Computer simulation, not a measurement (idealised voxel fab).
Process module name: voxel spacer lines
The cross-section shown here is cut; it is 210 nm wide and divided into square cells measuring 5 nm on a side.
Bands, listed from the top down, are how a cross-section gets written in this document; the cross-section itself is a grid of square cells, and a band is one or more rows of them. This entry defines a band. It first specifies the height of the band's top and the height of its bottom in nm, and then specifies the band's materials from left to right, stating each material with its width in nm. The word "full width" identifies a single material that fills the band from edge to edge, while the word "empty" identifies empty space. Heights are expressed relative to 0, this being the level below which the as-received wafer comprises one material exclusively. The lowest band is unbounded in the downward direction and is denoted as in "0 down". A width such as "30..40" changes by the same amount from each row of cells to the next, from the band's top row to its bottom row. Key: "nothing got changed" - step with no changed cell in the cross-section. Any empty space of 8 cells or more lacking an open way to the top shows up in "Enclosed void listing" as width x height at distance, distance from the left edge, in nm. Post-settings text on a step line: simulator's own remark regarding the step. The line of a step may include "overlay nm". On a step with a mask, this value is how far to the right of its planned place the mask lay. A negative value means the mask lay to the left.

STEPS IN THE PROCESS PLAN
| 1 | RECEIVE | material Si |
| 2 | CONFORMAL_DEP | material Al2O3 | thk nm 5 |
| 3 | DIRECTIONAL_DEP | material polySi | thk nm 15 |
| 4 | DIRECTIONAL_DEP | material aC | thk nm 20 |
| 5 | PATTERN | tone cover | mask id MANDREL | material resist | width nm 15 | pitch nm 60 | thk nm 25 | overlay nm 0 |
| 6 | DIRECTIONAL_ETCH | etch materials aC | depth nm 20 |
| 7 | STRIP | etch materials resist |
| 8 | CONFORMAL_DEP | material SiO2 | thk nm 15 |
| 9 | DIRECTIONAL_ETCH | etch materials SiO2 | depth nm 15 |
| 10 | STRIP | etch materials aC |
| 11 | DIRECTIONAL_ETCH | etch materials polySi | depth nm 15 |
| 12 | STRIP | etch materials SiO2 |
| 13 | FILL_DEP | material SiO2 | thk nm 10 |
| 14 | CMP | height nm 20 |

THIS IS THE CROSS-SECTION OF THE WAFER AS WE RECEIVED IT, I.E. AFTER STEP 1
	0 down  Si full width
	Enclosed void listing: none

STARTING STRUCTURE AND PROCESS PLAN ARE AS SHOWN ABOVE, BUT ONE MISTAKE WAS MADE IN RUNNING THE MODULE; THE WAFER CROSS-SECTION AT THE END OF THE MODULE FOLLOWS
	20 to 15  SiO2 full width
	15 to 0  50 SiO2 / 15 polySi / 15 SiO2 / 15 polySi / 15 SiO2 / 15 polySi / 15 SiO2 / 15 polySi / 55 SiO2
	0 down  Si full width
	Enclosed void listing: none
Against the plan, the run slipped here: step 2 of the plan was bypassed and not carried out
